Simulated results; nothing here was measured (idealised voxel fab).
Name of the process module below: voxel self aligned vias
Cross-section cut: width 290 nm, square cells of 5 nm.
We lay out every cross-section as a grid of square cells and spell it out in bands from the top down, where one band means one or more rows of cells. A band entry consists of two parts. The first gives the height of the band's top and the height of its bottom, in nm. The rest lists the band's materials from left to right, each with its width in nm. A single material labelled with the word "all across" fills the band from edge to edge, and the word "air" marks empty space. Height datum 0, below which the as-received substrate wafer is one material. Lowest band open at the bottom, running downward: "0 nm and below". Width: "30..40" (first number = top row, second number = bottom row, same change from row to row of cells). No cell of the cross-section changed in a step that is given as "changes: none". The entry titled "Closed-off voids" provides the empty spaces that have no open way to the top, restricted to those of 8 cells or more. Each is presented as width x height at distance, the distance being measured from the left edge, with all three in nm. Anything after a step's settings on that line? It's the simulator's own note about the step. overlay nm: where the mask lay relative to plan, measured to the right, on steps with a mask; negatives go left.

# The following list gives the planned process steps
1. op RECEIVE | material Si
2. op CONFORMAL_DEP | material SiO2 | thk nm 10
3. op CONFORMAL_DEP | material SiCN | thk nm 5
4. op DIRECTIONAL_DEP | material lowk | thk nm 20
5. op MASKED_ETCH | tone open | mask id LINES | width nm 25 | pitch nm 65 | etch materials lowk | depth nm 20 | overlay nm -15
6. op CONFORMAL_DEP | material TiN | thk nm 5
7. op FILL_DEP | material Ru | thk nm 10
8. op CMP | height nm 35
9. op SELECTIVE_ETCH | etch materials W Ru TiN | depth nm 5
10. op FILL_DEP | material SiN | thk nm 10
11. op CMP | height nm 35
12. op DIRECTIONAL_DEP | material lowk | thk nm 15
13. op DIRECTIONAL_DEP | material aC | thk nm 10
14. op PATTERN | tone open | mask id VIAS | material resist | width nm 45 | pitch nm 65 | thk nm 25 | overlay nm 0
15. op DIRECTIONAL_ETCH | etch materials aC | depth nm 10
16. op STRIP | etch materials resist
17. op DIRECTIONAL_ETCH | etch materials lowk | depth nm 15
18. op DIRECTIONAL_ETCH | etch materials SiN | depth nm 5
19. op STRIP | etch materials aC
20. op CONFORMAL_DEP | material TiN | thk nm 5
21. op FILL_DEP | material Ru | thk nm 5
22. op CMP | height nm 50
23. op CONFORMAL_DEP | material SiCN | thk nm 5
Be aware that, although all wafers share a common starting state, the overlay nm at step 5 differs among them, and the plan displays the first wafer's value.

# Cross-section: the first of several wafers in its as-received state, i.e. following step 1
  0 nm and below: Si all across
  Closed-off voids: none

# Once step 23, the last step, is complete, the module is at its end; this is the cross-section of the first of several wafers
  55 nm to 50 nm: SiCN all across
  50 nm to 40 nm: 90 nm lowk / 5 nm TiN / 35 nm Ru / 5 nm TiN / 20 nm lowk / 5 nm TiN / 35 nm Ru / 5 nm TiN / 90 nm lowk
  40 nm to 35 nm: 90 nm lowk / 5 nm TiN / 10 nm Ru / 30 nm TiN / 20 nm lowk / 5 nm TiN / 10 nm Ru / 30 nm TiN / 90 nm lowk
  35 nm to 30 nm: 85 nm lowk / 5 nm SiN / 20 nm TiN / 40 nm lowk / 5 nm SiN / 20 nm TiN / 115 nm lowk
  30 nm to 20 nm: 85 nm lowk / 5 nm TiN / 15 nm Ru / 5 nm TiN / 40 nm lowk / 5 nm TiN / 15 nm Ru / 5 nm TiN / 115 nm lowk
  20 nm to 15 nm: 85 nm lowk / 25 nm TiN / 40 nm lowk / 25 nm TiN / 115 nm lowk
  15 nm to 10 nm: SiCN all across
  10 nm to 0 nm: SiO2 all across
  0 nm and below: Si all across
  Closed-off voids: none

# Last wafer x-sec, end of module
  55 nm to 50 nm: SiCN all across
  50 nm to 40 nm: 90 nm lowk / 5 nm TiN / 35 nm Ru / 5 nm TiN / 20 nm lowk / 5 nm TiN / 35 nm Ru / 5 nm TiN / 90 nm lowk
  40 nm to 35 nm: 90 nm lowk / 30 nm TiN / 10 nm Ru / 5 nm TiN / 20 nm lowk / 30 nm TiN / 10 nm Ru / 5 nm TiN / 90 nm lowk
  35 nm to 30 nm: 115 nm lowk / 20 nm TiN / 5 nm SiN / 40 nm lowk / 20 nm TiN / 5 nm SiN / 85 nm lowk
  30 nm to 20 nm: 115 nm lowk / 5 nm TiN / 15 nm Ru / 5 nm TiN / 40 nm lowk / 5 nm TiN / 15 nm Ru / 5 nm TiN / 85 nm lowk
  20 nm to 15 nm: 115 nm lowk / 25 nm TiN / 40 nm lowk / 25 nm TiN / 85 nm lowk
  15 nm to 10 nm: SiCN all across
  10 nm to 0 nm: SiO2 all across
  0 nm and below: Si all across
  Closed-off voids: none

# each wafer at the end: cells of each material gained (+) or lost (-) since it was received, then its closed voids
overlay nm -15; +44 Ru; +116 SiCN; +2 SiN; +116 SiO2; +48 TiN; +312 lowk; Closed-off voids: none
overlay nm -10; +46 Ru; +116 SiCN; +116 SiO2; +48 TiN; +312 lowk; Closed-off voids: none
overlay nm -5; +46 Ru; +116 SiCN; +116 SiO2; +48 TiN; +312 lowk; Closed-off voids: none
overlay nm 0; +46 Ru; +116 SiCN; +116 SiO2; +48 TiN; +312 lowk; Closed-off voids: none
overlay nm 5; +46 Ru; +116 SiCN; +116 SiO2; +48 TiN; +312 lowk; Closed-off voids: none
overlay nm 10; +46 Ru; +116 SiCN; +116 SiO2; +48 TiN; +312 lowk; Closed-off voids: none
overlay nm 15; +44 Ru; +116 SiCN; +2 SiN; +116 SiO2; +48 TiN; +312 lowk; Closed-off voids: none
